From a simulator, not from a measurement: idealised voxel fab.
process module | voxel fin reveal
cross-section cut | 250 nm wide | cells 5 nm
A cross-section is a grid of square cells, given in bands from the top down. A band is one or more rows of cells.
Each band's line starts with the height of the band's top and of its bottom, in nm. Then come its materials from left to right, each with its width in nm. One material with "throughout" fills the band from edge to edge. "air" is empty space.
Height 0 is the level under which the wafer as received is all one material. The lowest band goes on downwards, as in "0 down".
A width such as "30 to 40" changes by the same amount from each row of cells to the next, from the band's top row to its bottom row.
"no change" after a step means that no cell of the cross-section changed.
closed voids: empty space of 8 cells or more with no open way to the top, each as width x height at its distance from the left edge, in nm
after a step's settings: what the simulator itself notes on the step
overlay nm, on a step with a mask: how far to the right of its planned place the mask lay; to the left if negative
plan
1 op RECEIVE | material Si
2 op CONFORMAL_DEP | material SiN | thk nm 10
3 op DIRECTIONAL_DEP | material aC | thk nm 15
4 op PATTERN | tone cover | mask id FINS | material resist | width nm 15 | pitch nm 40 | thk nm 35 | overlay nm 0
5 op DIRECTIONAL_ETCH | etch materials aC | depth nm 15
6 op STRIP | etch materials resist
7 op DIRECTIONAL_ETCH | etch materials SiN | depth nm 10
8 op DIRECTIONAL_ETCH | etch materials Si | depth nm 30
9 op STRIP | etch materials aC
10 op OXIDIZE | depth nm 5
11 op FILL_DEP | material SiO2 | thk nm 5
12 op CMP | height nm 10
13 op SELECTIVE_ETCH | etch materials SiO2 | depth nm 30
14 op STRIP | etch materials SiN
15 op CONFORMAL_DEP | material SiO2 | thk nm 5
first wafer, as planned
as received, after step 1
  0 down: Si throughout
  closed voids: none
after step 2
  10 to 0: SiN throughout
  below 0: unchanged
after step 3
  25 to 10: aC throughout
  below 10: unchanged
after step 4
  60 to 25: air 75 | resist 15 | air 25 | resist 15 | air 25 | resist 15 | air 80
  below 25: unchanged
after step 5
  45 to 25: air 75 | resist 15 | air 25 | resist 15 | air 25 | resist 15 | air 80
  25 to 10: air 75 | aC 15 | air 25 | aC 15 | air 25 | aC 15 | air 80
  below 10: unchanged
after step 6
  25 to 10: air 75 | aC 15 | air 25 | aC 15 | air 25 | aC 15 | air 80
  below 10: unchanged
after step 7
  25 to 10: air 75 | aC 15 | air 25 | aC 15 | air 25 | aC 15 | air 80
  10 to 0: air 75 | SiN 15 | air 25 | SiN 15 | air 25 | SiN 15 | air 80
  below 0: unchanged
after step 8
  25 to 10: air 75 | aC 15 | air 25 | aC 15 | air 25 | aC 15 | air 80
  10 to 0: air 75 | SiN 15 | air 25 | SiN 15 | air 25 | SiN 15 | air 80
  0 to -30: air 75 | Si 15 | air 25 | Si 15 | air 25 | Si 15 | air 80
  below -30: unchanged
after step 9
  10 to 0: air 75 | SiN 15 | air 25 | SiN 15 | air 25 | SiN 15 | air 80
  below 0: unchanged
after step 10
  10 to 0: air 75 | SiN 15 | air 25 | SiN 15 | air 25 | SiN 15 | air 80
  0 to -30: air 75 | SiO2 5 | Si 5 | SiO2 5 | air 25 | SiO2 5 | Si 5 | SiO2 5 | air 25 | SiO2 5 | Si 5 | SiO2 5 | air 80
  -30 to -35: SiO2 80 | Si 5 | SiO2 35 | Si 5 | SiO2 35 | Si 5 | SiO2 85
  below -35: unchanged
after step 11
  15 to 10: SiO2 throughout
  10 to 0: SiO2 75 | SiN 15 | SiO2 25 | SiN 15 | SiO2 25 | SiN 15 | SiO2 80
  0 to -35: SiO2 80 | Si 5 | SiO2 35 | Si 5 | SiO2 35 | Si 5 | SiO2 85
  below -35: unchanged
after step 12
  10 to 0: SiO2 75 | SiN 15 | SiO2 25 | SiN 15 | SiO2 25 | SiN 15 | SiO2 80
  below 0: unchanged
after step 13
  10 to 0: air 75 | SiN 15 | air 25 | SiN 15 | air 25 | SiN 15 | air 80
  0 to -20: air 80 | Si 5 | air 35 | Si 5 | air 35 | Si 5 | air 85
  below -20: unchanged
after step 14
  0 to -20: air 80 | Si 5 | air 35 | Si 5 | air 35 | Si 5 | air 85
  below -20: unchanged
after step 15
  5 to 0: air 75 | SiO2 15 | air 25 | SiO2 15 | air 25 | SiO2 15 | air 80
  0 to -15: air 75 | SiO2 5 | Si 5 | SiO2 5 | air 25 | SiO2 5 | Si 5 | SiO2 5 | air 25 | SiO2 5 | Si 5 | SiO2 5 | air 80
  -15 to -35: SiO2 80 | Si 5 | SiO2 35 | Si 5 | SiO2 35 | Si 5 | SiO2 85
  below -35: unchanged
second wafer: like start, like plan, one mistake. Through step 13 it matches the first wafer
when step 14 should have ended
  10 to 0: air 75 | SiN 15 | air 25 | SiN 15 | air 25 | SiN 15 | air 80
  0 to -35: air 80 | Si 5 | air 35 | Si 5 | air 35 | Si 5 | air 85
  below -35: unchanged
when step 15 should have ended
  15 to 10: air 70 | SiO2 25 | air 15 | SiO2 25 | air 15 | SiO2 25 | air 75
  10 to 0: air 70 | SiO2 5 | SiN 15 | SiO2 5 | air 15 | SiO2 5 | SiN 15 | SiO2 5 | air 15 | SiO2 5 | SiN 15 | SiO2 5 | air 75
  0 to -5: air 70 | SiO2 10 | Si 5 | SiO2 10 | air 15 | SiO2 10 | Si 5 | SiO2 10 | air 15 | SiO2 10 | Si 5 | SiO2 10 | air 75
  -5 to -30: air 75 | SiO2 5 | Si 5 | SiO2 5 | air 25 | SiO2 5 | Si 5 | SiO2 5 | air 25 | SiO2 5 | Si 5 | SiO2 5 | air 80
  -30 to -35: SiO2 80 | Si 5 | SiO2 35 | Si 5 | SiO2 35 | Si 5 | SiO2 85
  below -35: unchanged
what went wrong: step 14 ran as: op STRIP | etch materials SiO2
at the end the second wafer has, in cells: 18 more of SiN | 99 fewer of SiO2
